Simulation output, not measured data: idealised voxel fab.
Proc. module: voxel air gaps
cross-section cut | 245 nm wide | cells 5 nm
Cross-sections here: square-cell grids, written as top-down lists of bands, a band being one or more rows of cells. Top, bottom (nm), then materials left to right with widths (nm); lone material tagged "everywhere" fills the whole band edge to edge; "empty" = empty space. Convention: height 0 is the level below which the wafer, as received, is all one material. The lowest band does not terminate at the bottom but continues downward, represented as "0 down". Graded width ("30..40"): value in top row of band = first number; value in bottom row = second number; row-to-row change constant. What does "stayed the same" mean for a step? It means no cell of the cross-section changed in that step. Entry "Enclosed void entries" = empty spaces >= 8 cells with no open way to the top; each as width x height at distance, distance from left edge, all nm. Text after the settings on a step's line: the simulator's own remark on that step. overlay nm: for a step with a mask, the amount by which the mask lay right of where it was planned; a negative amount means left of it.

The planned process steps are enumerated hereunder
1: op RECEIVE | material Si
2: op CONFORMAL_DEP | material SiO2 | thk nm 10
3: op CONFORMAL_DEP | material SiN | thk nm 5
4: op DIRECTIONAL_DEP | material SiO2 | thk nm 35
5: op PATTERN | tone open | mask id LINES | material resist | width nm 20 | pitch nm 50 | thk nm 20 | overlay nm 0
6: op DIRECTIONAL_ETCH | etch materials SiO2 | depth nm 35
7: op STRIP | etch materials resist
8: op CONFORMAL_DEP | material TiN | thk nm 5
9: op FILL_DEP | material W | thk nm 10
10: op CMP | height nm 50
11: op EPI | material Ru | thk nm 10
12: op SELECTIVE_ETCH | etch materials SiO2 | depth nm 45
13: op CONFORMAL_DEP | material SiN | thk nm 5

As received (post step 1): cross-section
- 0 down  Si everywhere
- Enclosed void entries: none

End state of the module in cross-section, given the above starting point and plan and one mistake in execution
- 65 to 60  empty: 35, SiN: 150, empty: 60
- 60 to 50  empty: 35, SiN: 5, Ru: 40, SiN: 10, Ru: 40, SiN: 10, Ru: 40, SiN: 5, empty: 60
- 50 to 45  empty: 35, SiN: 15, TiN: 5, W: 10, TiN: 5, SiN: 30, TiN: 5, W: 10, TiN: 5, SiN: 30, TiN: 5, W: 10, TiN: 5, SiN: 15, empty: 60
- 45 to 20  empty: 45, SiN: 5, TiN: 5, W: 10, TiN: 5, SiN: 5, empty: 20, SiN: 5, TiN: 5, W: 10, TiN: 5, SiN: 5, empty: 20, SiN: 5, TiN: 5, W: 10, TiN: 5, SiN: 5, empty: 70
- 20 to 15  SiN: 50, TiN: 20, SiN: 30, TiN: 20, SiN: 30, TiN: 20, SiN: 75
- 15 to 10  SiN everywhere
- 10 to 0  SiO2 everywhere
- 0 down  Si everywhere
- Enclosed void entries: 20 x 25 at 75; 20 x 25 at 125
Deviation from plan: step 5, actual vs plan mismatch, actual run op PATTERN | tone open | mask id LINES | material resist | width nm 20 | pitch nm 50 | thk nm 20 | overlay nm -10
